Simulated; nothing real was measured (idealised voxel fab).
Proc. module: voxel double patterning
cross-section cut | 220 nm wide | cells 5 nm
Format of a cross-section: grid, square cells. Given as bands. Order: top down. Band: one or more rows of cells. It is stipulated that each band's entry specify, in nanometres, the height of the top of the band and then that of its bottom, followed by the materials of the band in left-to-right sequence, each together with its width in nanometres. A single material marked by the word "everywhere" is understood to fill the band from edge to edge; the word "air" is understood to denote empty space. The level at which height equals 0 is the one under which the wafer, as it arrives, is entirely one material. No lower edge exists for the bottom band, which continues downward and is notated as in "0 -> down". A width given as "30 to 40" starts at the first number in the band's top row and ends at the second number in its bottom row, shifting by an equal amount at every step from row to row. Key: "nothing different" - step with no changed cell in the cross-section. The entry titled "Closed internal voids" provides the empty spaces that have no open way to the top, restricted to those of 8 cells or more. Each is presented as width x height at distance, the distance being measured from the left edge, with all three in nm. If you see something after the settings on a step's line, that's the simulator's own remark about that step. "overlay nm" answers the question of how far to the right of plan the mask lay on a step that has a mask, and when it is negative the answer is to the left.
These are the steps we planned for the process
1. RECEIVE,material Si
2. CONFORMAL_DEP,material SiO2,thk nm 10
3. DIRECTIONAL_DEP,material TiN,thk nm 20
4. DIRECTIONAL_DEP,material SiCN,thk nm 5
5. MASKED_ETCH,tone open,mask id FIRST,width nm 15,pitch nm 50,etch materials SiCN,depth nm 5,overlay nm 0
6. DIRECTIONAL_DEP,material aC,thk nm 15
7. PATTERN,tone open,mask id SECOND,material resist,width nm 15,pitch nm 50,thk nm 35,overlay nm 0
8. DIRECTIONAL_ETCH,etch materials aC,depth nm 15
9. STRIP,etch materials resist
10. DIRECTIONAL_ETCH,etch materials SiCN,depth nm 5
11. STRIP,etch materials aC
12. DIRECTIONAL_ETCH,etch materials TiN,depth nm 20
13. STRIP,etch materials SiCN
Cross-section of the incoming wafer, state after step 1
0 -> down: Si everywhere
Closed internal voids: none
First wafer of two, sectioned at end of module; run went per plan
30 -> 10: TiN: 50; air: 15; TiN: 10; air: 15; TiN: 10; air: 15; TiN: 10; air: 15; TiN: 10; air: 15; TiN: 55
10 -> 0: SiO2 everywhere
0 -> down: Si everywhere
Closed internal voids: none
Here's the second of our two wafers sectioned at module end. Same start as the first, same plan, but one mistake got made running it
20 -> 0: TiN: 50; air: 15; TiN: 10; air: 15; TiN: 10; air: 15; TiN: 10; air: 15; TiN: 10; air: 15; TiN: 55
0 -> down: Si everywhere
Closed internal voids: none
What went wrong in running the wafer? the plan's step 2 went unexecuted, having been skipped
Bottom line after processing is that, in cells, the second wafer is up or down on some materials versus the first: SiO2 -88
